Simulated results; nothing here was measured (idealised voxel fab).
process module | voxel self aligned vias
cross-section cut | 245 nm wide | cells 5 nm
A cross-section is a grid of square cells, given in bands from the top down. A band is one or more rows of cells.
Each band's line starts with the height of the band's top and of its bottom, in nm. Then come its materials from left to right, each with its width in nm. One material with "throughout" fills the band from edge to edge. "air" is empty space.
Height 0 is the level under which the wafer as received is all one material. The lowest band goes on downwards, as in "0 down".
A width such as "30 to 40" changes by the same amount from each row of cells to the next, from the band's top row to its bottom row.
"no change" after a step means that no cell of the cross-section changed.
closed voids: empty space of 8 cells or more with no open way to the top, each as width x height at its distance from the left edge, in nm
after a step's settings: what the simulator itself notes on the step
overlay nm, on a step with a mask: how far to the right of its planned place the mask lay; to the left if negative
plan
1 op RECEIVE | material Si
2 op CONFORMAL_DEP | material SiO2 | thk nm 10
3 op CONFORMAL_DEP | material SiCN | thk nm 5
4 op DIRECTIONAL_DEP | material lowk | thk nm 25
5 op PATTERN | tone open | mask id LINES | material resist | width nm 30 | pitch nm 65 | thk nm 15 | overlay nm 0
6 op DIRECTIONAL_ETCH | etch materials lowk | depth nm 25
7 op STRIP | etch materials resist
8 op CONFORMAL_DEP | material TiN | thk nm 5
9 op FILL_DEP | material Ru | thk nm 10
10 op CMP | height nm 40
11 op SELECTIVE_ETCH | etch materials W Ru TiN | depth nm 10
12 op FILL_DEP | material SiN | thk nm 5
13 op CMP | height nm 40
14 op DIRECTIONAL_DEP | material lowk | thk nm 15
15 op MASKED_ETCH | tone open | mask id VIAS | width nm 40 | pitch nm 65 | etch materials lowk | depth nm 15 | overlay nm 0
16 op MASKED_ETCH | tone open | mask id VIAS | width nm 40 | pitch nm 65 | etch materials SiN | depth nm 10 | overlay nm 0
17 op CONFORMAL_DEP | material TiN | thk nm 5
18 op FILL_DEP | material Ru | thk nm 10
19 op CMP | height nm 55
20 op CONFORMAL_DEP | material SiN | thk nm 5
first wafer, as planned
as received, after step 1
  0 down: Si throughout
  closed voids: none
after step 2
  10 to 0: SiO2 throughout
  below 0: unchanged
after step 3
  15 to 10: SiCN throughout
  below 10: unchanged
after step 4
  40 to 15: lowk throughout
  below 15: unchanged
after step 5
  55 to 40: resist 40 | air 30 | resist 35 | air 30 | resist 35 | air 30 | resist 45
  below 40: unchanged
after step 6
  55 to 40: resist 40 | air 30 | resist 35 | air 30 | resist 35 | air 30 | resist 45
  40 to 15: lowk 40 | air 30 | lowk 35 | air 30 | lowk 35 | air 30 | lowk 45
  below 15: unchanged
after step 7
  40 to 15: lowk 40 | air 30 | lowk 35 | air 30 | lowk 35 | air 30 | lowk 45
  below 15: unchanged
after step 8
  45 to 40: TiN 45 | air 20 | TiN 45 | air 20 | TiN 45 | air 20 | TiN 50
  40 to 20: lowk 40 | TiN 5 | air 20 | TiN 5 | lowk 35 | TiN 5 | air 20 | TiN 5 | lowk 35 | TiN 5 | air 20 | TiN 5 | lowk 45
  20 to 15: lowk 40 | TiN 30 | lowk 35 | TiN 30 | lowk 35 | TiN 30 | lowk 45
  below 15: unchanged
after step 9
  55 to 45: Ru throughout
  45 to 40: TiN 45 | Ru 20 | TiN 45 | Ru 20 | TiN 45 | Ru 20 | TiN 50
  40 to 20: lowk 40 | TiN 5 | Ru 20 | TiN 5 | lowk 35 | TiN 5 | Ru 20 | TiN 5 | lowk 35 | TiN 5 | Ru 20 | TiN 5 | lowk 45
  below 20: unchanged
after step 10
  40 to 20: lowk 40 | TiN 5 | Ru 20 | TiN 5 | lowk 35 | TiN 5 | Ru 20 | TiN 5 | lowk 35 | TiN 5 | Ru 20 | TiN 5 | lowk 45
  below 20: unchanged
after step 11
  40 to 30: lowk 40 | air 30 | lowk 35 | air 30 | lowk 35 | air 30 | lowk 45
  below 30: unchanged
after step 12
  45 to 40: SiN throughout
  40 to 30: lowk 40 | SiN 30 | lowk 35 | SiN 30 | lowk 35 | SiN 30 | lowk 45
  below 30: unchanged
after step 13
  40 to 30: lowk 40 | SiN 30 | lowk 35 | SiN 30 | lowk 35 | SiN 30 | lowk 45
  below 30: unchanged
after step 14
  55 to 40: lowk throughout
  below 40: unchanged
after step 15
  55 to 40: lowk 35 | air 40 | lowk 25 | air 40 | lowk 25 | air 40 | lowk 40
  below 40: unchanged
after step 16
  55 to 40: lowk 35 | air 40 | lowk 25 | air 40 | lowk 25 | air 40 | lowk 40
  40 to 30: lowk 40 | air 30 | lowk 35 | air 30 | lowk 35 | air 30 | lowk 45
  below 30: unchanged
after step 17
  60 to 55: TiN 40 | air 30 | TiN 35 | air 30 | TiN 35 | air 30 | TiN 45
  55 to 45: lowk 35 | TiN 5 | air 30 | TiN 5 | lowk 25 | TiN 5 | air 30 | TiN 5 | lowk 25 | TiN 5 | air 30 | TiN 5 | lowk 40
  45 to 35: lowk 35 to 40 | TiN 10 to 5 | air 20 | TiN 10 to 5 | lowk 25 to 35 | TiN 10 to 5 | air 20 | TiN 10 to 5 | lowk 25 to 35 | TiN 10 to 5 | air 20 | TiN 10 to 5 | lowk 40 to 45
  35 to 30: lowk 40 | TiN 30 | lowk 35 | TiN 30 | lowk 35 | TiN 30 | lowk 45
  below 30: unchanged
after step 18
  70 to 60: Ru throughout
  60 to 55: TiN 40 | Ru 30 | TiN 35 | Ru 30 | TiN 35 | Ru 30 | TiN 45
  55 to 45: lowk 35 | TiN 5 | Ru 30 | TiN 5 | lowk 25 | TiN 5 | Ru 30 | TiN 5 | lowk 25 | TiN 5 | Ru 30 | TiN 5 | lowk 40
  45 to 35: lowk 35 to 40 | TiN 10 to 5 | Ru 20 | TiN 10 to 5 | lowk 25 to 35 | TiN 10 to 5 | Ru 20 | TiN 10 to 5 | lowk 25 to 35 | TiN 10 to 5 | Ru 20 | TiN 10 to 5 | lowk 40 to 45
  below 35: unchanged
after step 19
  55 to 45: lowk 35 | TiN 5 | Ru 30 | TiN 5 | lowk 25 | TiN 5 | Ru 30 | TiN 5 | lowk 25 | TiN 5 | Ru 30 | TiN 5 | lowk 40
  below 45: unchanged
after step 20
  60 to 55: SiN throughout
  below 55: unchanged
second wafer: like start, like plan, one mistake. Through step 4 it matches the first wafer
when step 5 should have ended
  55 to 40: resist 45 | air 25 | resist 40 | air 25 | resist 40 | air 25 | resist 45
  below 40: unchanged
when step 6 should have ended
  55 to 40: resist 45 | air 25 | resist 40 | air 25 | resist 40 | air 25 | resist 45
  40 to 15: lowk 45 | air 25 | lowk 40 | air 25 | lowk 40 | air 25 | lowk 45
  below 15: unchanged
when step 7 should have ended
  40 to 15: lowk 45 | air 25 | lowk 40 | air 25 | lowk 40 | air 25 | lowk 45
  below 15: unchanged
when step 8 should have ended
  45 to 40: TiN 50 | air 15 | TiN 50 | air 15 | TiN 50 | air 15 | TiN 50
  40 to 20: lowk 45 | TiN 5 | air 15 | TiN 5 | lowk 40 | TiN 5 | air 15 | TiN 5 | lowk 40 | TiN 5 | air 15 | TiN 5 | lowk 45
  20 to 15: lowk 45 | TiN 25 | lowk 40 | TiN 25 | lowk 40 | TiN 25 | lowk 45
  below 15: unchanged
when step 9 should have ended
  55 to 45: Ru throughout
  45 to 40: TiN 50 | Ru 15 | TiN 50 | Ru 15 | TiN 50 | Ru 15 | TiN 50
  40 to 20: lowk 45 | TiN 5 | Ru 15 | TiN 5 | lowk 40 | TiN 5 | Ru 15 | TiN 5 | lowk 40 | TiN 5 | Ru 15 | TiN 5 | lowk 45
  below 20: unchanged
when step 10 should have ended
  40 to 20: lowk 45 | TiN 5 | Ru 15 | TiN 5 | lowk 40 | TiN 5 | Ru 15 | TiN 5 | lowk 40 | TiN 5 | Ru 15 | TiN 5 | lowk 45
  below 20: unchanged
when step 11 should have ended
  40 to 30: lowk 45 | air 25 | lowk 40 | air 25 | lowk 40 | air 25 | lowk 45
  below 30: unchanged
when step 12 should have ended
  45 to 40: SiN throughout
  40 to 30: lowk 45 | SiN 25 | lowk 40 | SiN 25 | lowk 40 | SiN 25 | lowk 45
  below 30: unchanged
when step 13 should have ended
  40 to 30: lowk 45 | SiN 25 | lowk 40 | SiN 25 | lowk 40 | SiN 25 | lowk 45
  below 30: unchanged
when step 14 should have ended
  55 to 40: lowk throughout
  below 40: unchanged
when step 15 should have ended
  55 to 40: lowk 35 | air 40 | lowk 25 | air 40 | lowk 25 | air 40 | lowk 40
  below 40: unchanged
when step 16 should have ended
  55 to 40: lowk 35 | air 40 | lowk 25 | air 40 | lowk 25 | air 40 | lowk 40
  40 to 30: lowk 45 | air 25 | lowk 40 | air 25 | lowk 40 | air 25 | lowk 45
  below 30: unchanged
when step 17 should have ended
  60 to 55: TiN 40 | air 30 | TiN 35 | air 30 | TiN 35 | air 30 | TiN 45
  55 to 45: lowk 35 | TiN 5 | air 30 | TiN 5 | lowk 25 | TiN 5 | air 30 | TiN 5 | lowk 25 | TiN 5 | air 30 | TiN 5 | lowk 40
  45 to 35: lowk 35 to 45 | TiN 15 to 5 | air 15 | TiN 10 to 5 | lowk 25 to 40 | TiN 15 to 5 | air 15 | TiN 10 to 5 | lowk 25 to 40 | TiN 15 to 5 | air 15 | TiN 10 to 5 | lowk 40 to 45
  35 to 30: lowk 45 | TiN 25 | lowk 40 | TiN 25 | lowk 40 | TiN 25 | lowk 45
  below 30: unchanged
when step 18 should have ended
  70 to 60: Ru throughout
  60 to 55: TiN 40 | Ru 30 | TiN 35 | Ru 30 | TiN 35 | Ru 30 | TiN 45
  55 to 45: lowk 35 | TiN 5 | Ru 30 | TiN 5 | lowk 25 | TiN 5 | Ru 30 | TiN 5 | lowk 25 | TiN 5 | Ru 30 | TiN 5 | lowk 40
  45 to 35: lowk 35 to 45 | TiN 15 to 5 | Ru 15 | TiN 10 to 5 | lowk 25 to 40 | TiN 15 to 5 | Ru 15 | TiN 10 to 5 | lowk 25 to 40 | TiN 15 to 5 | Ru 15 | TiN 10 to 5 | lowk 40 to 45
  below 35: unchanged
when step 19 should have ended
  55 to 45: lowk 35 | TiN 5 | Ru 30 | TiN 5 | lowk 25 | TiN 5 | Ru 30 | TiN 5 | lowk 25 | TiN 5 | Ru 30 | TiN 5 | lowk 40
  below 45: unchanged
when step 20 should have ended
  60 to 55: SiN throughout
  below 55: unchanged
what went wrong: step 5 ran as: op PATTERN | tone open | mask id LINES | material resist | width nm 25 | pitch nm 65 | thk nm 15 | overlay nm 0
at the end the second wafer has, in cells: 12 fewer of Ru | 3 fewer of TiN | 15 more of lowk
